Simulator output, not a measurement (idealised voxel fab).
This is a process module. Its name is voxel wiring stack.
Square cells of 5 nm make up the cross-section cut, whose width is 220 nm.
If you're reading a cross-section in this doc, picture square cells in a grid; it comes to you as bands, top ones listed first down to the bottom, and a band can be one or more rows of cells. Top, bottom (nm), then materials left to right with widths (nm); lone material tagged "full width" fills the whole band edge to edge; "empty" = empty space. Counting heights begins at 0, where everything beneath is, in the wafer as received, one material. The lowest band has no bottom; it goes on downwards, as "0 down" shows. The expression "30 to 40" gives the width at the extremes of the band, the first number at its top row of cells and the second at its bottom row, with the width changing by equal amounts from each row to the next in between. Take "nothing altered" at face value: in the step it is given for, the cross-section changed in none of its cells. The entry titled "Closed void inventory" provides the empty spaces that have no open way to the top, restricted to those of 8 cells or more. Each is presented as width x height at distance, the distance being measured from the left edge, with all three in nm. Where a step's line continues beyond its settings, the continuation is a remark by the simulator itself on that step. The setting "overlay nm" may be written on the line of a step. When the step uses a mask, the value reports how far to the right of the planned place the mask lay, and a negative value reports that it lay to the left. Every pair from here on: before one process step, after it. The after cross-section reaches only to the lowest band that changed. Below the pair: the step in between and its settings. Pairs can belong to different runs of this module on the same starting wafer; a pair carries on from the pair above only if the entry headed "Pre-step condition" says so.
[Pre-step condition]
	120 to 105 | 75 of lowk | 20 of empty | 25 of lowk | 20 of empty | 80 of lowk
	105 to 90 | lowk full width
	90 to 85 | SiCN full width
	85 to 60 | 80 of lowk | 20 of W | 25 of lowk | 20 of W | 75 of lowk
	60 to 55 | 80 of lowk | 20 of TiN | 25 of lowk | 20 of TiN | 75 of lowk
	55 to 40 | 75 of lowk | 15 of Ru | 30 of lowk | 15 of Ru | 85 of lowk
	40 to 35 | 75 of SiCN | 15 of Ru | 30 of SiCN | 15 of Ru | 85 of SiCN
	35 to 15 | 70 of lowk | 5 of SiCN | 20 of Ru | 5 of SiCN | 15 of lowk | 5 of SiCN | 20 of Ru | 5 of SiCN | 75 of lowk
	15 to 10 | 75 of SiCN | 20 of TiN | 25 of SiCN | 20 of TiN | 80 of SiCN
	10 to 0 | SiO2 full width
	0 down | Si full width
	Closed void inventory: none
[Section After Processing]
	120 to 105 | 75 of lowk | 20 of empty | 25 of lowk | 20 of empty | 80 of lowk
	105 to 90 | 75 of lowk | 15 of empty | 30 of lowk | 15 of empty | 85 of lowk
	Below a height of 90, the structure has not been altered.
	Closed void inventory: none
Between before and after, shown above: op MASKED_ETCH | tone open | mask id METAL_3_HOLES | width nm 15 | pitch nm 45 | etch materials lowk | depth nm 15 | overlay nm 0
Pre-step condition: Please consult the pair immediately above; the cross-section it shows after its step is the state before this step.
[Section After Processing]
	120 to 105 | 75 of lowk | 20 of empty | 25 of lowk | 20 of empty | 80 of lowk
	105 to 90 | 75 of lowk | 15 of empty | 30 of lowk | 15 of empty | 85 of lowk
	90 to 85 | 75 of SiCN | 15 of empty | 30 of SiCN | 15 of empty | 85 of SiCN
	Below a height of 85, the structure has not been altered.
	Closed void inventory: none
Between before and after, shown above: op MASKED_ETCH | tone open | mask id METAL_3_HOLES | width nm 15 | pitch nm 45 | etch materials SiCN | depth nm 5 | overlay nm 0
Pre-step condition: Please consult the pair immediately above; the cross-section it shows after its step is the state before this step.
[Section After Processing]
	125 to 120 | 80 of TiN | 10 of empty | 35 of TiN | 10 of empty | 85 of TiN
	120 to 110 | 75 of lowk | 5 of TiN | 10 of empty | 5 of TiN | 25 of lowk | 5 of TiN | 10 of empty | 5 of TiN | 80 of lowk
	110 to 105 | 75 of lowk | 5 of TiN | 5 of empty | 10 of TiN | 25 of lowk | 5 of TiN | 5 of empty | 10 of TiN | 80 of lowk
	105 to 90 | 75 of lowk | 5 of TiN | 5 of empty | 5 of TiN | 30 of lowk | 5 of TiN | 5 of empty | 5 of TiN | 85 of lowk
	90 to 85 | 75 of SiCN | 15 of TiN | 30 of SiCN | 15 of TiN | 85 of SiCN
	Below a height of 85, the structure has not been altered.
	Closed void inventory: none
Between before and after, shown above: op CONFORMAL_DEP | material TiN | thk nm 5
Pre-step condition: Please consult the pair immediately above; the cross-section it shows after its step is the state before this step.
[Section After Processing]
	130 to 125 | Cu full width
	125 to 120 | 80 of TiN | 10 of Cu | 35 of TiN | 10 of Cu | 85 of TiN
	120 to 110 | 75 of lowk | 5 of TiN | 10 of Cu | 5 of TiN | 25 of lowk | 5 of TiN | 10 of Cu | 5 of TiN | 80 of lowk
	110 to 105 | 75 of lowk | 5 of TiN | 5 of Cu | 10 of TiN | 25 of lowk | 5 of TiN | 5 of Cu | 10 of TiN | 80 of lowk
	105 to 90 | 75 of lowk | 5 of TiN | 5 of Cu | 5 of TiN | 30 of lowk | 5 of TiN | 5 of Cu | 5 of TiN | 85 of lowk
	Below a height of 90, the structure has not been altered.
	Closed void inventory: none
Between before and after, shown above: op FILL_DEP | material Cu | thk nm 5
Pre-step condition: Please consult the pair immediately above; the cross-section it shows after its step is the state before this step.
[Section After Processing]
	120 to 110 | 75 of lowk | 5 of TiN | 10 of Cu | 5 of TiN | 25 of lowk | 5 of TiN | 10 of Cu | 5 of TiN | 80 of lowk
	Below a height of 110, the structure has not been altered.
	Closed void inventory: none
Between before and after, shown above: op CMP | height nm 120
Pre-step condition: Please consult the pair immediately above; the cross-section it shows after its step is the state before this step.
[Section After Processing]
	125 to 120 | SiN full width
	Below a height of 120, the structure has not been altered.
	Closed void inventory: none
Between before and after, shown above: op CONFORMAL_DEP | material SiN | thk nm 5
[Pre-step condition]
	15 to 10 | TiN full width
	10 to 0 | SiO2 full width
	0 down | Si full width
	Closed void inventory: none
[Section After Processing]
	35 to 15 | SiO2 full width
	Below a height of 15, the structure has not been altered.
	Closed void inventory: none
Between before and after, shown above: op DIRECTIONAL_DEP | material SiO2 | thk nm 20
Pre-step condition: Please consult the pair immediately above; the cross-section it shows after its step is the state before this step.
[Section After Processing]
	50 to 35 | aC full width
	Below a height of 35, the structure has not been altered.
	Closed void inventory: none
Between before and after, shown above: op DIRECTIONAL_DEP | material aC | thk nm 15
Pre-step condition: Please consult the pair immediately above; the cross-section it shows after its step is the state before this step.
[Section After Processing]
	85 to 50 | 75 of empty | 20 of resist | 25 of empty | 20 of resist | 80 of empty
	Below a height of 50, the structure has not been altered.
	Closed void inventory: none
Between before and after, shown above: op PATTERN | tone cover | mask id METAL_1 | material resist | width nm 20 | pitch nm 45 | thk nm 35 | overlay nm 0
Pre-step condition: Please consult the pair immediately above; the cross-section it shows after its step is the state before this step.
[Section After Processing]
	70 to 50 | 75 of empty | 20 of resist | 25 of empty | 20 of resist | 80 of empty
	50 to 35 | 75 of empty | 20 of aC | 25 of empty | 20 of aC | 80 of empty
	Below a height of 35, the structure has not been altered.
	Closed void inventory: none
Between before and after, shown above: op DIRECTIONAL_ETCH | etch materials aC | depth nm 15
Pre-step condition: Please consult the pair immediately above; the cross-section it shows after its step is the state before this step.
[Section After Processing]
	50 to 35 | 75 of empty | 20 of aC | 25 of empty | 20 of aC | 80 of empty
	Below a height of 35, the structure has not been altered.
	Closed void inventory: none
Between before and after, shown above: op STRIP | etch materials resist
Pre-step condition: Please consult the pair immediately above; the cross-section it shows after its step is the state before this step.
[Section After Processing]
	35 to 15 | SiO2 full width
	Below a height of 15, the structure has not been altered.
	Closed void inventory: none
Between before and after, shown above: op STRIP | etch materials aC
Pre-step condition: Please consult the pair immediately above; the cross-section it shows after its step is the state before this step.
[Section After Processing]
	40 to 35 | SiCN full width
	Below a height of 35, the structure has not been altered.
	Closed void inventory: none
Between before and after, shown above: op CONFORMAL_DEP | material SiCN | thk nm 5
Pre-step condition: Please consult the pair immediately above; the cross-section it shows after its step is the state before this step.
[Section After Processing]
	45 to 40 | lowk full width
	Below a height of 40, the structure has not been altered.
	Closed void inventory: none
Between before and after, shown above: op FILL_DEP | material lowk | thk nm 5
Pre-step condition: Please consult the pair immediately above; the cross-section it shows after its step is the state before this step.
[Section After Processing]
	35 to 15 | SiO2 full width
	Below a height of 15, the structure has not been altered.
	Closed void inventory: none
Between before and after, shown above: op CMP | height nm 35
[Pre-step condition]
	40 to 35 | SiCN full width
	35 to 15 | SiO2 full width
	15 to 10 | TiN full width
	10 to 0 | SiO2 full width
	0 down | Si full width
	Closed void inventory: none
[Section After Processing]
	55 to 40 | lowk full width
	Below a height of 40, the structure has not been altered.
	Closed void inventory: none
Between before and after, shown above: op DIRECTIONAL_DEP | material lowk | thk nm 15
Pre-step condition: Please consult the pair immediately above; the cross-section it shows after its step is the state before this step.
[Section After Processing]
	65 to 55 | aC full width
	Below a height of 55, the structure has not been altered.
	Closed void inventory: none
Between before and after, shown above: op DIRECTIONAL_DEP | material aC | thk nm 10
Pre-step condition: Please consult the pair immediately above; the cross-section it shows after its step is the state before this step.
[Section After Processing]
	90 to 65 | 75 of resist | 15 of empty | 30 of resist | 15 of empty | 85 of resist
	Below a height of 65, the structure has not been altered.
	Closed void inventory: none
Between before and after, shown above: op PATTERN | tone open | mask id PLUG_1 | material resist | width nm 15 | pitch nm 45 | thk nm 25 | overlay nm 0
Pre-step condition: Please consult the pair immediately above; the cross-section it shows after its step is the state before this step.
[Section After Processing]
	80 to 65 | 75 of resist | 15 of empty | 30 of resist | 15 of empty | 85 of resist
	65 to 55 | 75 of aC | 15 of empty | 30 of aC | 15 of empty | 85 of aC
	Below a height of 55, the structure has not been altered.
	Closed void inventory: none
Between before and after, shown above: op DIRECTIONAL_ETCH | etch materials aC | depth nm 10
Pre-step condition: Please consult the pair immediately above; the cross-section it shows after its step is the state before this step.
[Section After Processing]
	65 to 55 | 75 of aC | 15 of empty | 30 of aC | 15 of empty | 85 of aC
	Below a height of 55, the structure has not been altered.
	Closed void inventory: none
Between before and after, shown above: op STRIP | etch materials resist
Pre-step condition: Please consult the pair immediately above; the cross-section it shows after its step is the state before this step.
[Section After Processing]
	65 to 55 | 75 of aC | 15 of empty | 30 of aC | 15 of empty | 85 of aC
	55 to 40 | 75 of lowk | 15 of empty | 30 of lowk | 15 of empty | 85 of lowk
	Below a height of 40, the structure has not been altered.
	Closed void inventory: none
Between before and after, shown above: op DIRECTIONAL_ETCH | etch materials lowk | depth nm 15
Pre-step condition: Please consult the pair immediately above; the cross-section it shows after its step is the state before this step.
[Section After Processing]
	65 to 55 | 75 of aC | 15 of empty | 30 of aC | 15 of empty | 85 of aC
	55 to 40 | 75 of lowk | 15 of empty | 30 of lowk | 15 of empty | 85 of lowk
	40 to 35 | 75 of SiCN | 15 of empty | 30 of SiCN | 15 of empty | 85 of SiCN
	Below a height of 35, the structure has not been altered.
	Closed void inventory: none
Between before and after, shown above: op DIRECTIONAL_ETCH | etch materials SiCN | depth nm 5
Pre-step condition: Please consult the pair immediately above; the cross-section it shows after its step is the state before this step.
[Section After Processing]
	55 to 40 | 75 of lowk | 15 of empty | 30 of lowk | 15 of empty | 85 of lowk
	Below a height of 40, the structure has not been altered.
	Closed void inventory: none
Between before and after, shown above: op STRIP | etch materials aC
Pre-step condition: Please consult the pair immediately above; the cross-section it shows after its step is the state before this step.
[Section After Processing]
	60 to 55 | 75 of TiN | 15 of empty | 30 of TiN | 15 of empty | 85 of TiN
	55 to 40 | 75 of lowk | 15 of empty | 30 of lowk | 15 of empty | 85 of lowk
	40 to 35 | 75 of SiCN | 15 of TiN | 30 of SiCN | 15 of TiN | 85 of SiCN
	Below a height of 35, the structure has not been altered.
	Closed void inventory: none
Between before and after, shown above: op DIRECTIONAL_DEP | material TiN | thk nm 5
Pre-step condition: Please consult the pair immediately above; the cross-section it shows after its step is the state before this step.
[Section After Processing]
	85 to 65 | 75 of W | 15 of empty | 30 of W | 15 of empty | 85 of W
	65 to 60 | W full width
	60 to 55 | 75 of TiN | 15 of W | 30 of TiN | 15 of W | 85 of TiN
	55 to 40 | 75 of lowk | 15 of W | 30 of lowk | 15 of W | 85 of lowk
	Below a height of 40, the structure has not been altered.
	Closed void inventory: none
Between before and after, shown above: op DIRECTIONAL_DEP | material W | thk nm 25
Pre-step condition: Please consult the pair immediately above; the cross-section it shows after its step is the state before this step.
[Section After Processing]
	100 to 85 | 75 of aC | 15 of empty | 30 of aC | 15 of empty | 85 of aC
	85 to 80 | 75 of W | 15 of empty | 30 of W | 15 of empty | 85 of W
	80 to 65 | 75 of W | 15 of aC | 30 of W | 15 of aC | 85 of W
	Below a height of 65, the structure has not been altered.
	Closed void inventory: none
Between before and after, shown above: op DIRECTIONAL_DEP | material aC | thk nm 15
Pre-step condition: Please consult the pair immediately above; the cross-section it shows after its step is the state before this step.
[Section After Processing]
	130 to 100 | 75 of empty | 20 of resist | 25 of empty | 20 of resist | 80 of empty
	100 to 85 | 75 of aC | 15 of resist | 30 of aC | 15 of resist | 85 of aC
	85 to 80 | 75 of W | 15 of resist | 30 of W | 15 of resist | 85 of W
	Below a height of 80, the structure has not been altered.
	Closed void inventory: none
Between before and after, shown above: op PATTERN | tone cover | mask id METAL_2 | material resist | width nm 20 | pitch nm 45 | thk nm 30 | overlay nm 0
Pre-step condition: Please consult the pair immediately above; the cross-section it shows after its step is the state before this step.
[Section After Processing]
	115 to 100 | 75 of empty | 20 of resist | 25 of empty | 20 of resist | 80 of empty
	100 to 85 | 75 of empty | 15 of resist | 5 of aC | 25 of empty | 15 of resist | 5 of aC | 80 of empty
	Below a height of 85, the structure has not been altered.
	Closed void inventory: none
Between before and after, shown above: op DIRECTIONAL_ETCH | etch materials aC | depth nm 15
Pre-step condition: Please consult the pair immediately above; the cross-section it shows after its step is the state before this step.
[Section After Processing]
	100 to 85 | 90 of empty | 5 of aC | 40 of empty | 5 of aC | 80 of empty
	85 to 80 | 75 of W | 15 of empty | 30 of W | 15 of empty | 85 of W
	Below a height of 80, the structure has not been altered.
	Closed void inventory: none
Between before and after, shown above: op STRIP | etch materials resist
Pre-step condition: Please consult the pair immediately above; the cross-section it shows after its step is the state before this step.
[Section After Processing]
	100 to 85 | 90 of empty | 5 of aC | 40 of empty | 5 of aC | 80 of empty
	85 to 80 | 90 of empty | 5 of W | 40 of empty | 5 of W | 80 of empty
	80 to 65 | 75 of empty | 15 of aC | 5 of W | 25 of empty | 15 of aC | 5 of W | 80 of empty
	65 to 60 | 75 of empty | 20 of W | 25 of empty | 20 of W | 80 of empty
	Below a height of 60, the structure has not been altered.
	Closed void inventory: none
Between before and after, shown above: op DIRECTIONAL_ETCH | etch materials W | depth nm 25
Pre-step condition: Please consult the pair immediately above; the cross-section it shows after its step is the state before this step.
[Section After Processing]
	100 to 85 | 90 of empty | 5 of aC | 40 of empty | 5 of aC | 80 of empty
	85 to 80 | 90 of empty | 5 of W | 40 of empty | 5 of W | 80 of empty
	80 to 65 | 75 of empty | 15 of aC | 5 of W | 25 of empty | 15 of aC | 5 of W | 80 of empty
	65 to 60 | 75 of empty | 20 of W | 25 of empty | 20 of W | 80 of empty
	60 to 55 | 75 of empty | 15 of W | 5 of TiN | 25 of empty | 15 of W | 5 of TiN | 80 of empty
	Below a height of 55, the structure has not been altered.
	Closed void inventory: none
Between before and after, shown above: op DIRECTIONAL_ETCH | etch materials TiN | depth nm 5
Pre-step condition: Please consult the pair immediately above; the cross-section it shows after its step is the state before this step.
[Section After Processing]
	85 to 65 | 90 of empty | 5 of W | 40 of empty | 5 of W | 80 of empty
	Below a height of 65, the structure has not been altered.
	Closed void inventory: none
Between before and after, shown above: op STRIP | etch materials aC
Pre-step condition: Please consult the pair immediately above; the cross-section it shows after its step is the state before this step.
[Section After Processing]
	95 to 85 | lowk full width
	85 to 65 | 90 of lowk | 5 of W | 40 of lowk | 5 of W | 80 of lowk
	65 to 60 | 75 of lowk | 20 of W | 25 of lowk | 20 of W | 80 of lowk
	60 to 55 | 75 of lowk | 15 of W | 5 of TiN | 25 of lowk | 15 of W | 5 of TiN | 80 of lowk
	Below a height of 55, the structure has not been altered.
	Closed void inventory: none
Between before and after, shown above: op FILL_DEP | material lowk | thk nm 10
Pre-step condition: Please consult the pair immediately above; the cross-section it shows after its step is the state before this step.
[Section After Processing]
	85 to 65 | 90 of lowk | 5 of W | 40 of lowk | 5 of W | 80 of lowk
	Below a height of 65, the structure has not been altered.
	Closed void inventory: none
Between before and after, shown above: op CMP | height nm 85
Pre-step condition: Please consult the pair immediately above; the cross-section it shows after its step is the state before this step.
[Section After Processing]
	90 to 85 | SiCN full width
	Below a height of 85, the structure has not been altered.
	Closed void inventory: none
Between before and after, shown above: op CONFORMAL_DEP | material SiCN | thk nm 5
Pre-step condition: Please consult the pair immediately above; the cross-section it shows after its step is the state before this step.
[Section After Processing]
	120 to 90 | lowk full width
	Below a height of 90, the structure has not been altered.
	Closed void inventory: none
Between before and after, shown above: op DIRECTIONAL_DEP | material lowk | thk nm 30
Pre-step condition: Please consult the pair immediately above; the cross-section it shows after its step is the state before this step.
[Section After Processing]
	140 to 120 | 75 of resist | 20 of empty | 25 of resist | 20 of empty | 80 of resist
	Below a height of 120, the structure has not been altered.
	Closed void inventory: none
Between before and after, shown above: op PATTERN | tone open | mask id METAL_3 | material resist | width nm 20 | pitch nm 45 | thk nm 20 | overlay nm 0
Pre-step condition: Please consult the pair immediately above; the cross-section it shows after its step is the state before this step.
[Section After Processing]
	140 to 120 | 75 of resist | 20 of empty | 25 of resist | 20 of empty | 80 of resist
	120 to 105 | 75 of lowk | 20 of empty | 25 of lowk | 20 of empty | 80 of lowk
	Below a height of 105, the structure has not been altered.
	Closed void inventory: none
Between before and after, shown above: op DIRECTIONAL_ETCH | etch materials lowk | depth nm 15
Pre-step condition: Please consult the pair immediately above; the cross-section it shows after its step is the state before this step.
[Section After Processing]
	120 to 105 | 75 of lowk | 20 of empty | 25 of lowk | 20 of empty | 80 of lowk
	Below a height of 105, the structure has not been altered.
	Closed void inventory: none
Between before and after, shown above: op STRIP | etch materials resist
Pre-step condition: Please consult the pair immediately above; the cross-section it shows after its step is the state before this step.
[Section After Processing]
	120 to 105 | 75 of lowk | 20 of empty | 25 of lowk | 20 of empty | 80 of lowk
	105 to 90 | 75 of lowk | 15 of empty | 30 of lowk | 15 of empty | 85 of lowk
	Below a height of 90, the structure has not been altered.
	Closed void inventory: none
Between before and after, shown above: op MASKED_ETCH | tone open | mask id METAL_3_HOLES | width nm 15 | pitch nm 45 | etch materials lowk | depth nm 15 | overlay nm 0
Pre-step condition: Please consult the pair immediately above; the cross-section it shows after its step is the state before this step.
[Section After Processing]
	120 to 105 | 75 of lowk | 20 of empty | 25 of lowk | 20 of empty | 80 of lowk
	105 to 90 | 75 of lowk | 15 of empty | 30 of lowk | 15 of empty | 85 of lowk
	90 to 85 | 75 of SiCN | 15 of empty | 30 of SiCN | 15 of empty | 85 of SiCN
	Below a height of 85, the structure has not been altered.
	Closed void inventory: none
Between before and after, shown above: op MASKED_ETCH | tone open | mask id METAL_3_HOLES | width nm 15 | pitch nm 45 | etch materials SiCN | depth nm 5 | overlay nm 0
Pre-step condition: Please consult the pair immediately above; the cross-section it shows after its step is the state before this step.
[Section After Processing]
	125 to 120 | 80 of TiN | 10 of empty | 35 of TiN | 10 of empty | 85 of TiN
	120 to 110 | 75 of lowk | 5 of TiN | 10 of empty | 5 of TiN | 25 of lowk | 5 of TiN | 10 of empty | 5 of TiN | 80 of lowk
	110 to 105 | 75 of lowk | 5 of TiN | 5 of empty | 10 of TiN | 25 of lowk | 5 of TiN | 5 of empty | 10 of TiN | 80 of lowk
	105 to 90 | 75 of lowk | 5 of TiN | 5 of empty | 5 of TiN | 30 of lowk | 5 of TiN | 5 of empty | 5 of TiN | 85 of lowk
	90 to 85 | 75 of SiCN | 15 of TiN | 30 of SiCN | 15 of TiN | 85 of SiCN
	Below a height of 85, the structure has not been altered.
	Closed void inventory: none
Between before and after, shown above: op CONFORMAL_DEP | material TiN | thk nm 5
Pre-step condition: Please consult the pair immediately above; the cross-section it shows after its step is the state before this step.
[Section After Processing]
	130 to 125 | Cu full width
	125 to 120 | 80 of TiN | 10 of Cu | 35 of TiN | 10 of Cu | 85 of TiN
	120 to 110 | 75 of lowk | 5 of TiN | 10 of Cu | 5 of TiN | 25 of lowk | 5 of TiN | 10 of Cu | 5 of TiN | 80 of lowk
	110 to 105 | 75 of lowk | 5 of TiN | 5 of Cu | 10 of TiN | 25 of lowk | 5 of TiN | 5 of Cu | 10 of TiN | 80 of lowk
	105 to 90 | 75 of lowk | 5 of TiN | 5 of Cu | 5 of TiN | 30 of lowk | 5 of TiN | 5 of Cu | 5 of TiN | 85 of lowk
	Below a height of 90, the structure has not been altered.
	Closed void inventory: none
Between before and after, shown above: op FILL_DEP | material Cu | thk nm 5
Pre-step condition: Please consult the pair immediately above; the cross-section it shows after its step is the state before this step.
[Section After Processing]
	120 to 110 | 75 of lowk | 5 of TiN | 10 of Cu | 5 of TiN | 25 of lowk | 5 of TiN | 10 of Cu | 5 of TiN | 80 of lowk
	Below a height of 110, the structure has not been altered.
	Closed void inventory: none
Between before and after, shown above: op CMP | height nm 120
Pre-step condition: Please consult the pair immediately above; the cross-section it shows after its step is the state before this step.
[Section After Processing]
	125 to 120 | SiN full width
	Below a height of 120, the structure has not been altered.
	Closed void inventory: none
Between before and after, shown above: op CONFORMAL_DEP | material SiN | thk nm 5
[Pre-step condition]
	100 to 85 | aC full width
	85 to 60 | W full width
	60 to 55 | TiN full width
	55 to 40 | 75 of lowk | 15 of Ru | 30 of lowk | 15 of Ru | 85 of lowk
	40 to 35 | 75 of SiCN | 15 of Ru | 30 of SiCN | 15 of Ru | 85 of SiCN
	35 to 15 | 70 of lowk | 5 of SiCN | 20 of Ru | 5 of SiCN | 15 of lowk | 5 of SiCN | 20 of Ru | 5 of SiCN | 75 of lowk
	15 to 10 | 75 of SiCN | 20 of TiN | 25 of SiCN | 20 of TiN | 80 of SiCN
	10 to 0 | SiO2 full width
	0 down | Si full width
	Closed void inventory: none
[Section After Processing]
	130 to 100 | 75 of resist | 20 of empty | 25 of resist | 20 of empty | 80 of resist
	Below a height of 100, the structure has not been altered.
	Closed void inventory: none
Between before and after, shown above: op PATTERN | tone open | mask id METAL_2 | material resist | width nm 20 | pitch nm 45 | thk nm 30 | overlay nm 0
Pre-step condition: Please consult the pair immediately above; the cross-section it shows after its step is the state before this step.
[Section After Processing]
	115 to 100 | 75 of resist | 20 of empty | 25 of resist | 20 of empty | 80 of resist
	100 to 85 | 75 of aC | 20 of empty | 25 of aC | 20 of empty | 80 of aC
	Below a height of 85, the structure has not been altered.
	Closed void inventory: none
Between before and after, shown above: op DIRECTIONAL_ETCH | etch materials aC | depth nm 15
Pre-step condition: Please consult the pair immediately above; the cross-section it shows after its step is the state before this step.
[Section After Processing]
	100 to 85 | 75 of aC | 20 of empty | 25 of aC | 20 of empty | 80 of aC
	Below a height of 85, the structure has not been altered.
	Closed void inventory: none
Between before and after, shown above: op STRIP | etch materials resist
Pre-step condition: Please consult the pair immediately above; the cross-section it shows after its step is the state before this step.
[Section After Processing]
	100 to 85 | 75 of aC | 20 of empty | 25 of aC | 20 of empty | 80 of aC
	85 to 60 | 75 of W | 20 of empty | 25 of W | 20 of empty | 80 of W
	Below a height of 60, the structure has not been altered.
	Closed void inventory: none
Between before and after, shown above: op DIRECTIONAL_ETCH | etch materials W | depth nm 25
Pre-step condition: Please consult the pair immediately above; the cross-section it shows after its step is the state before this step.
[Section After Processing]
	100 to 85 | 75 of aC | 20 of empty | 25 of aC | 20 of empty | 80 of aC
	85 to 60 | 75 of W | 20 of empty | 25 of W | 20 of empty | 80 of W
	60 to 55 | 75 of TiN | 20 of empty | 25 of TiN | 20 of empty | 80 of TiN
	Below a height of 55, the structure has not been altered.
	Closed void inventory: none
Between before and after, shown above: op DIRECTIONAL_ETCH | etch materials TiN | depth nm 5
Pre-step condition: Please consult the pair immediately above; the cross-section it shows after its step is the state before this step.
[Section After Processing]
	85 to 60 | 75 of W | 20 of empty | 25 of W | 20 of empty | 80 of W
	Below a height of 60, the structure has not been altered.
	Closed void inventory: none
Between before and after, shown above: op STRIP | etch materials aC
Pre-step condition: Please consult the pair immediately above; the cross-section it shows after its step is the state before this step.
[Section After Processing]
	95 to 85 | lowk full width
	85 to 60 | 75 of W | 20 of lowk | 25 of W | 20 of lowk | 80 of W
	60 to 55 | 75 of TiN | 20 of lowk | 25 of TiN | 20 of lowk | 80 of TiN
	Below a height of 55, the structure has not been altered.
	Closed void inventory: none
Between before and after, shown above: op FILL_DEP | material lowk | thk nm 10
Pre-step condition: Please consult the pair immediately above; the cross-section it shows after its step is the state before this step.
[Section After Processing]
	85 to 60 | 75 of W | 20 of lowk | 25 of W | 20 of lowk | 80 of W
	Below a height of 60, the structure has not been altered.
	Closed void inventory: none
Between before and after, shown above: op CMP | height nm 85
Pre-step condition: Please consult the pair immediately above; the cross-section it shows after its step is the state before this step.
[Section After Processing]
	90 to 85 | SiCN full width
	Below a height of 85, the structure has not been altered.
	Closed void inventory: none
Between before and after, shown above: op CONFORMAL_DEP | material SiCN | thk nm 5
Pre-step condition: Please consult the pair immediately above; the cross-section it shows after its step is the state before this step.
[Section After Processing]
	120 to 90 | lowk full width
	Below a height of 90, the structure has not been altered.
	Closed void inventory: none
Between before and after, shown above: op DIRECTIONAL_DEP | material lowk | thk nm 30
Pre-step condition: Please consult the pair immediately above; the cross-section it shows after its step is the state before this step.
[Section After Processing]
	140 to 120 | 75 of resist | 20 of empty | 25 of resist | 20 of empty | 80 of resist
	Below a height of 120, the structure has not been altered.
	Closed void inventory: none
Between before and after, shown above: op PATTERN | tone open | mask id METAL_3 | material resist | width nm 20 | pitch nm 45 | thk nm 20 | overlay nm 0
Pre-step condition: Please consult the pair immediately above; the cross-section it shows after its step is the state before this step.
[Section After Processing]
	140 to 120 | 75 of resist | 20 of empty | 25 of resist | 20 of empty | 80 of resist
	120 to 105 | 75 of lowk | 20 of empty | 25 of lowk | 20 of empty | 80 of lowk
	Below a height of 105, the structure has not been altered.
	Closed void inventory: none
Between before and after, shown above: op DIRECTIONAL_ETCH | etch materials lowk | depth nm 15
Pre-step condition: Please consult the pair immediately above; the cross-section it shows after its step is the state before this step.
[Section After Processing]
	120 to 105 | 75 of lowk | 20 of empty | 25 of lowk | 20 of empty | 80 of lowk
	Below a height of 105, the structure has not been altered.
	Closed void inventory: none
Between before and after, shown above: op STRIP | etch materials resist
Pre-step condition: Please consult the pair immediately above; the cross-section it shows after its step is the state before this step.
[Section After Processing]
	120 to 105 | 75 of lowk | 20 of empty | 25 of lowk | 20 of empty | 80 of lowk
	105 to 90 | 75 of lowk | 15 of empty | 30 of lowk | 15 of empty | 85 of lowk
	Below a height of 90, the structure has not been altered.
	Closed void inventory: none
Between before and after, shown above: op MASKED_ETCH | tone open | mask id METAL_3_HOLES | width nm 15 | pitch nm 45 | etch materials lowk | depth nm 15 | overlay nm 0
Pre-step condition: Please consult the pair immediately above; the cross-section it shows after its step is the state before this step.
[Section After Processing]
	120 to 105 | 75 of lowk | 20 of empty | 25 of lowk | 20 of empty | 80 of lowk
	105 to 90 | 75 of lowk | 15 of empty | 30 of lowk | 15 of empty | 85 of lowk
	90 to 85 | 75 of SiCN | 15 of empty | 30 of SiCN | 15 of empty | 85 of SiCN
	Below a height of 85, the structure has not been altered.
	Closed void inventory: none
Between before and after, shown above: op MASKED_ETCH | tone open | mask id METAL_3_HOLES | width nm 15 | pitch nm 45 | etch materials SiCN | depth nm 5 | overlay nm 0
Pre-step condition: Please consult the pair immediately above; the cross-section it shows after its step is the state before this step.
[Section After Processing]
	125 to 120 | 80 of TiN | 10 of empty | 35 of TiN | 10 of empty | 85 of TiN
	120 to 110 | 75 of lowk | 5 of TiN | 10 of empty | 5 of TiN | 25 of lowk | 5 of TiN | 10 of empty | 5 of TiN | 80 of lowk
	110 to 105 | 75 of lowk | 5 of TiN | 5 of empty | 10 of TiN | 25 of lowk | 5 of TiN | 5 of empty | 10 of TiN | 80 of lowk
	105 to 90 | 75 of lowk | 5 of TiN | 5 of empty | 5 of TiN | 30 of lowk | 5 of TiN | 5 of empty | 5 of TiN | 85 of lowk
	90 to 85 | 75 of SiCN | 15 of TiN | 30 of SiCN | 15 of TiN | 85 of SiCN
	Below a height of 85, the structure has not been altered.
	Closed void inventory: none
Between before and after, shown above: op CONFORMAL_DEP | material TiN | thk nm 5
Pre-step condition: Please consult the pair immediately above; the cross-section it shows after its step is the state before this step.
[Section After Processing]
	130 to 125 | Cu full width
	125 to 120 | 80 of TiN | 10 of Cu | 35 of TiN | 10 of Cu | 85 of TiN
	120 to 110 | 75 of lowk | 5 of TiN | 10 of Cu | 5 of TiN | 25 of lowk | 5 of TiN | 10 of Cu | 5 of TiN | 80 of lowk
	110 to 105 | 75 of lowk | 5 of TiN | 5 of Cu | 10 of TiN | 25 of lowk | 5 of TiN | 5 of Cu | 10 of TiN | 80 of lowk
	105 to 90 | 75 of lowk | 5 of TiN | 5 of Cu | 5 of TiN | 30 of lowk | 5 of TiN | 5 of Cu | 5 of TiN | 85 of lowk
	Below a height of 90, the structure has not been altered.
	Closed void inventory: none
Between before and after, shown above: op FILL_DEP | material Cu | thk nm 5
Pre-step condition: Please consult the pair immediately above; the cross-section it shows after its step is the state before this step.
[Section After Processing]
	120 to 110 | 75 of lowk | 5 of TiN | 10 of Cu | 5 of TiN | 25 of lowk | 5 of TiN | 10 of Cu | 5 of TiN | 80 of lowk
	Below a height of 110, the structure has not been altered.
	Closed void inventory: none
Between before and after, shown above: op CMP | height nm 120
Pre-step condition: Please consult the pair immediately above; the cross-section it shows after its step is the state before this step.
[Section After Processing]
	125 to 120 | SiN full width
	Below a height of 120, the structure has not been altered.
	Closed void inventory: none
Between before and after, shown above: op CONFORMAL_DEP | material SiN | thk nm 5
